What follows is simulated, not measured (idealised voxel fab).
Title: Process Module voxel ribs on slabs
The width of the displayed cross-section, cut, is 250 nm; its cells are square, with a size of 5 nm.
This document writes a cross-section as a grid whose cells are square, and gives it as bands, listed from the top down; one or more rows of cells form a band. Top, bottom (nm), then materials left to right with widths (nm); lone material tagged "edge to edge" fills the whole band edge to edge; "air" = empty space. Heights from 0 (as-received wafer is one material below). Bottom band endless downward, as "top 0, no bottom". A two-number width, for instance "30->40", indicates that the width is equal to the first number in the top row of the band and to the second number in the bottom row, and that it changes by a constant amount per row of cells. The cross-section has no changed cell in any step marked "remained unchanged". "Closed void catalog": empty spaces of 8 cells or more with no open way to the top, each given as width x height at distance, distance from the left edge, all in nm. Step line, after settings: the simulator's comment on this step. A step's line can hold "overlay nm"; with a mask on that step, the setting says how far right of the planned place the mask lay, while a negative setting says it lay to the left.
**These are the steps we planned for the process**
1) RECEIVE,material Si
2) DIRECTIONAL_DEP,material SiO2,thk nm 20
3) DIRECTIONAL_DEP,material SiN,thk nm 20
4) PATTERN,tone cover,mask id RIB,material resist,width nm 25,thk nm 20,overlay nm 0
5) DIRECTIONAL_ETCH,etch materials SiN,depth nm 10
6) STRIP,etch materials resist
7) PATTERN,tone cover,mask id SLAB,material resist,width nm 55,thk nm 15,overlay nm 0
8) DIRECTIONAL_ETCH,etch materials SiN,depth nm 10
9) STRIP,etch materials resist
10) FILL_DEP,material SiO2,thk nm 15
11) CMP,height nm 50
12) DIRECTIONAL_DEP,material TiN,thk nm 10
13) MASKED_ETCH,tone cover,mask id HEATER,width nm 35,etch materials TiN,depth nm 10,overlay nm 0
14) CONFORMAL_DEP,material SiN,thk nm 10
**As received (post step 1): cross-section**
top 0, no bottom: Si edge to edge
Closed void catalog: none
**Wafer at module end, in section. Began as above, planned as above, run with one mistake**
top 70, bottom 60: 100 of air, 45 of SiN, 105 of air
top 60, bottom 50: 110 of SiN, 25 of TiN, 115 of SiN
top 50, bottom 40: SiO2 edge to edge
top 40, bottom 30: 110 of SiO2, 25 of SiN, 115 of SiO2
top 30, bottom 20: 95 of SiO2, 55 of SiN, 100 of SiO2
top 20, bottom 0: SiO2 edge to edge
top 0, no bottom: Si edge to edge
Closed void catalog: none
Against the plan, the run slipped here: for step 13, the planned setting was not used; the step was instead run as MASKED_ETCH,tone cover,mask id HEATER,width nm 25,etch materials TiN,depth nm 10,overlay nm 0
